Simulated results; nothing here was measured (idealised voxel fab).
Name of the process module below: voxel capacitor over wiring
Shown is cross-section cut, with a width of 300 nm and square cells of size 5 nm.
Notation: cross-section as square-cell grid; stated in bands, top first, going down; one or more cell rows per band.
Heights first: top, then bottom, in nm. Then materials, left to right, each with a width in nm. "all across" on a single material: fills the band edge to edge. "empty": empty space.
Ref level 0: as-received wafer is one material below here. Bottom band extends down with no lower bound ("0..down").
The expression "30->40" gives the width at the extremes of the band, the first number at its top row of cells and the second at its bottom row, with the width changing by equal amounts from each row to the next in between.
"changes: none", as given for a step, is the statement that not any cell of the cross-section underwent a change during that step.
For the entry "Enclosed void listing", the listed items are empty spaces with no open way to the top whose size is 8 cells or more; each item follows the pattern width x height at distance, where distance is from the left edge and all three are in nm.
Formally, on a step line, whatever follows the settings is a remark that the simulator itself makes on the step.
A step's line can hold "overlay nm"; with a mask on that step, the setting says how far right of the planned place the mask lay, while a negative setting says it lay to the left.

**The following list gives the planned process steps**
1. RECEIVE | material Si
2. CONFORMAL_DEP | material SiO2 | thk nm 10
3. CONFORMAL_DEP | material SiN | thk nm 5
4. DIRECTIONAL_DEP | material SiO2 | thk nm 20
5. DIRECTIONAL_DEP | material aC | thk nm 10
6. PATTERN | tone open | mask id METAL_1 | material resist | width nm 20 | pitch nm 75 | thk nm 30 | overlay nm 0
7. DIRECTIONAL_ETCH | etch materials aC | depth nm 10
8. STRIP | etch materials resist
9. DIRECTIONAL_ETCH | etch materials SiO2 | depth nm 20
10. DIRECTIONAL_ETCH | etch materials SiN | depth nm 5
11. STRIP | etch materials aC
12. CONFORMAL_DEP | material TiN | thk nm 5
13. FILL_DEP | material Cu | thk nm 10
14. CMP | height nm 35
15. CONFORMAL_DEP | material SiCN | thk nm 5
16. DIRECTIONAL_DEP | material lowk | thk nm 10
17. DIRECTIONAL_DEP | material aC | thk nm 10
18. PATTERN | tone open | mask id PLUG_1 | material resist | width nm 15 | thk nm 30 | overlay nm 0
19. DIRECTIONAL_ETCH | etch materials aC | depth nm 10
20. STRIP | etch materials resist
21. DIRECTIONAL_ETCH | etch materials lowk | depth nm 10
22. DIRECTIONAL_ETCH | etch materials SiCN | depth nm 5
23. STRIP | etch materials aC
24. CONFORMAL_DEP | material TiN | thk nm 5
25. FILL_DEP | material W | thk nm 10
26. CMP | height nm 50
27. DIRECTIONAL_DEP | material TiN | thk nm 5
28. DIRECTIONAL_DEP | material Al2O3 | thk nm 5
29. DIRECTIONAL_DEP | material TiN | thk nm 10
30. MASKED_ETCH | tone cover | mask id UPPER_PLATE | width nm 60 | etch materials TiN | depth nm 10 | overlay nm 0
31. MASKED_ETCH | tone cover | mask id UPPER_PLATE | width nm 60 | etch materials Al2O3 | depth nm 5 | overlay nm 0
32. MASKED_ETCH | tone cover | mask id LOWER_PLATE | width nm 70 | etch materials TiN | depth nm 10 | overlay nm 0
33. FILL_DEP | material SiO2 | thk nm 15
34. CMP | height nm 85
35. MASKED_ETCH | tone open | mask id PLUG_2 | width nm 15 | etch materials SiO2 | depth nm 10 | overlay nm 0
36. CONFORMAL_DEP | material TiN | thk nm 5
37. FILL_DEP | material Cu | thk nm 10
38. CMP | height nm 85
39. CONFORMAL_DEP | material SiN | thk nm 5
Quick note for whoever runs this: the wafers start identical, but the thk nm at step 27 isn't the same across them. The plan just shows what the first wafer had.

**Step 1 complete: as-received cross-section of the first of several wafers**
  0..down | Si all across
  Enclosed void listing: none

**The cross-section of the first of several wafers is given below for the end of the module, after its final step, step 39**
  90..85 | SiN all across
  85..80 | SiO2 (115); TiN (5); Cu (5); TiN (5); SiO2 (170)
  80..75 | SiO2 (115); TiN (15); SiO2 (170)
  75..70 | SiO2 all across
  70..60 | SiO2 (105); TiN (60); SiO2 (135)
  60..55 | SiO2 (105); Al2O3 (60); SiO2 (135)
  55..50 | SiO2 (100); TiN (70); SiO2 (130)
  50..40 | lowk (105); TiN (5); W (5); TiN (5); lowk (180)
  40..35 | SiCN (105); TiN (15); SiCN (180)
  35..15 | SiO2 (100); TiN (5); Cu (10); TiN (5); SiO2 (55); TiN (5); Cu (10); TiN (5); SiO2 (105)
  15..10 | SiN (100); TiN (20); SiN (55); TiN (20); SiN (105)
  10..0 | SiO2 all across
  0..down | Si all across
  Enclosed void listing: none

**End of module: cross-section, last of several wafers**
  90..85 | SiN all across
  85..80 | SiO2 (105); TiN (60); SiO2 (135)
  80..75 | SiO2 (105); Al2O3 (60); SiO2 (135)
  75..65 | SiO2 (100); TiN (70); SiO2 (130)
  65..50 | TiN all across
  50..40 | lowk (105); TiN (5); W (5); TiN (5); lowk (180)
  40..35 | SiCN (105); TiN (15); SiCN (180)
  35..15 | SiO2 (100); TiN (5); Cu (10); TiN (5); SiO2 (55); TiN (5); Cu (10); TiN (5); SiO2 (105)
  15..10 | SiN (100); TiN (20); SiN (55); TiN (20); SiN (105)
  10..0 | SiO2 all across
  0..down | Si all across
  Enclosed void listing: none

**wafer rows; end of module; cells per material since receipt: (+) gained, (-) lost; then closed voids**
thk nm 5, +12 Al2O3, +17 Cu, +57 SiCN, +112 SiN, +692 SiO2, +74 TiN, +2 W, +114 lowk, Enclosed void listing: none
thk nm 10, +12 Al2O3, +17 Cu, +57 SiCN, +112 SiN, +678 SiO2, +88 TiN, +2 W, +114 lowk, Enclosed void listing: none
thk nm 15, +12 Al2O3, +16 Cu, +57 SiCN, +112 SiN, +621 SiO2, +146 TiN, +2 W, +114 lowk, Enclosed void listing: none
thk nm 20, +12 Al2O3, +16 Cu, +57 SiCN, +112 SiN, +564 SiO2, +203 TiN, +2 W, +114 lowk, Enclosed void listing: none
thk nm 25, +12 Al2O3, +16 Cu, +57 SiCN, +112 SiN, +516 SiO2, +251 TiN, +2 W, +114 lowk, Enclosed void listing: none
